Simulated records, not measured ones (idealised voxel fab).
A process module follows: voxel air gaps.
Section cut is 285 nm wide and gridded with 5 nm square cells.
Square cells in a grid make up a cross-section in this document, and the grid is given as bands, listed from the top down, each one or more rows of cells. Look at the band entry: it leads with the top's height and the bottom's height in nm. Then it lists the materials left to right, with a width in nm for each. The word "full width" on a single material says that material fills the band edge to edge. The word "blank" is empty space. Convention: height 0 is the level below which the wafer, as received, is all one material. The lowest band does not terminate at the bottom but continues downward, represented as "0 -> down". Note: "30->40" means the width goes from the first number (top row of the band) to the second number (bottom row) in equal steps per row of cells. What does "stayed the same" mean for a step? It means no cell of the cross-section changed in that step. Each empty space that has no open way to the top and spans at least 8 cells appears under "Trapped cavities" as width x height at distance, the distance counted from the left edge, all in nm. On a step's line, text after the settings is the simulator commenting on that step. overlay nm: on a step with a mask, how far right of its planned place the mask lay; negative means left.
# So here's the lineup of process steps we planned
1,RECEIVE [material Si]
2,CONFORMAL_DEP [material SiO2] [thk nm 10]
3,CONFORMAL_DEP [material SiN] [thk nm 5]
4,DIRECTIONAL_DEP [material lowk] [thk nm 30]
5,MASKED_ETCH [tone open] [mask id LINES] [width nm 25] [pitch nm 50] [etch materials lowk] [depth nm 30] [overlay nm 0]
6,CONFORMAL_DEP [material TiN] [thk nm 5]
7,FILL_DEP [material Ru] [thk nm 5]
8,CMP [height nm 45]
9,EPI [material Ru] [thk nm 10]
10,SELECTIVE_ETCH [etch materials lowk] [depth nm 40]
11,CONFORMAL_DEP [material SiCN] [thk nm 5]
# Cross-section of the wafer at receipt, which is the condition after step 1
    0 -> down = Si full width
    Trapped cavities: none
# Post-module cross-section: identical start and plan to those above, one misstep in execution
    60 -> 55 = 65 nm blank / 155 nm SiCN / 65 nm blank
    55 -> 45 = 65 nm blank / 5 nm SiCN / 45 nm Ru / 5 nm SiCN / 45 nm Ru / 5 nm SiCN / 45 nm Ru / 5 nm SiCN / 65 nm blank
    45 -> 40 = 65 nm blank / 15 nm SiCN / 5 nm TiN / 15 nm Ru / 5 nm TiN / 25 nm SiCN / 5 nm TiN / 15 nm Ru / 5 nm TiN / 25 nm SiCN / 5 nm TiN / 15 nm Ru / 5 nm TiN / 15 nm SiCN / 65 nm blank
    40 -> 20 = 75 nm blank / 5 nm SiCN / 5 nm TiN / 15 nm Ru / 5 nm TiN / 5 nm SiCN / 15 nm blank / 5 nm SiCN / 5 nm TiN / 15 nm Ru / 5 nm TiN / 5 nm SiCN / 15 nm blank / 5 nm SiCN / 5 nm TiN / 15 nm Ru / 5 nm TiN / 5 nm SiCN / 75 nm blank
    20 -> 15 = 80 nm SiCN / 25 nm TiN / 25 nm SiCN / 25 nm TiN / 25 nm SiCN / 25 nm TiN / 80 nm SiCN
    15 -> 10 = SiCN full width
    10 -> 0 = SiO2 full width
    0 -> down = Si full width
    Trapped cavities: 15 x 20 at 110; 15 x 20 at 160
Plan not followed: in deviation from the planned setting, step 3 was conducted as CONFORMAL_DEP [material SiCN] [thk nm 5]
